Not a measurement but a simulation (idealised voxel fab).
Process module under the name voxel gate over fins
Each square cell in cross-section cut measures 5 nm, and the section as a whole is 140 nm wide.
For the purposes of this document, a cross-section shall be understood as a grid of square cells, specified as bands listed in top-to-bottom order, each band consisting of one or more rows of cells.
Top height, bottom height, nm. Materials left to right, width each, nm. Single material + "throughout" = fills band edge to edge. "empty" = empty.
Measure heights from 0. That's the level where, below it, the as-received wafer is all one material. The lowest band is bottomless and extends downward; write it as in "0 down".
Note: "30 to 40" means the width goes from the first number (top row of the band) to the second number (bottom row) in equal steps per row of cells.
"everything unchanged" (step): cross-section cells unchanged, all of them.
Each empty space that has no open way to the top and spans at least 8 cells appears under "Internal closed voids" as width x height at distance, the distance counted from the left edge, all in nm.
Step line, after settings: the simulator's comment on this step.
overlay nm, on a step with a mask: how far to the right of its planned place the mask lay; to the left if negative
So here's the lineup of process steps we planned
- 1: RECEIVE, material Si
- 2: CONFORMAL_DEP, material SiN, thk nm 5
- 3: PATTERN, tone cover, mask id FINS, material resist, width nm 15, pitch nm 40, thk nm 20, overlay nm 0
- 4: DIRECTIONAL_ETCH, etch materials SiN, depth nm 5
- 5: DIRECTIONAL_ETCH, etch materials Si, depth nm 40
- 6: STRIP, etch materials resist
- 7: FILL_DEP, material SiO2, thk nm 10
- 8: CMP, height nm 5
- 9: SELECTIVE_ETCH, etch materials SiO2, depth nm 20
- 10: STRIP, etch materials SiN
- 11: CONFORMAL_DEP, material HfO2, thk nm 5
- 12: CONFORMAL_DEP, material TiN, thk nm 5
- 13: CONFORMAL_DEP, material TiAl, thk nm 5
- 14: CONFORMAL_DEP, material TiN, thk nm 5
- 15: FILL_DEP, material W, thk nm 10
- 16: CMP, height nm 25
- 17: CONFORMAL_DEP, material SiCN, thk nm 5
Step 1 complete: cross-section of the wafer as received
* 0 down | Si throughout
* Internal closed voids: none
Final wafer profile in cross-section after the module, from the same start and plan as above, with one mistake made during processing
* 30 to 25 | SiCN throughout
* 25 to 20 | W throughout
* 20 to 15 | W 15 nm | TiN 95 nm | W 30 nm
* 15 to 10 | W 15 nm | TiN 5 nm | TiAl 85 nm | TiN 5 nm | W 30 nm
* 10 to 5 | W 15 nm | TiN 5 nm | TiAl 5 nm | TiN 35 nm | TiAl 5 nm | TiN 35 nm | TiAl 5 nm | TiN 5 nm | W 30 nm
* 5 to 0 | TiN 20 nm | TiAl 5 nm | TiN 5 nm | HfO2 25 nm | TiN 5 nm | TiAl 5 nm | TiN 5 nm | HfO2 25 nm | TiN 5 nm | TiAl 5 nm | TiN 35 nm
* 0 to -5 | TiAl 25 nm | TiN 5 nm | HfO2 5 nm | Si 15 nm | HfO2 5 nm | TiN 5 nm | TiAl 5 nm | TiN 5 nm | HfO2 5 nm | Si 15 nm | HfO2 5 nm | TiN 5 nm | TiAl 40 nm
* -5 to -10 | TiN 30 nm | HfO2 5 nm | Si 15 nm | HfO2 5 nm | TiN 15 nm | HfO2 5 nm | Si 15 nm | HfO2 5 nm | TiN 45 nm
* -10 to -15 | HfO2 35 nm | Si 15 nm | HfO2 25 nm | Si 15 nm | HfO2 50 nm
* -15 to -40 | SiO2 35 nm | Si 15 nm | SiO2 25 nm | Si 15 nm | SiO2 50 nm
* -40 down | Si throughout
* Internal closed voids: none
What was done differently from what was planned? step 3 off recipe, ran as PATTERN, tone cover, mask id FINS, material resist, width nm 15, pitch nm 40, thk nm 20, overlay nm -5
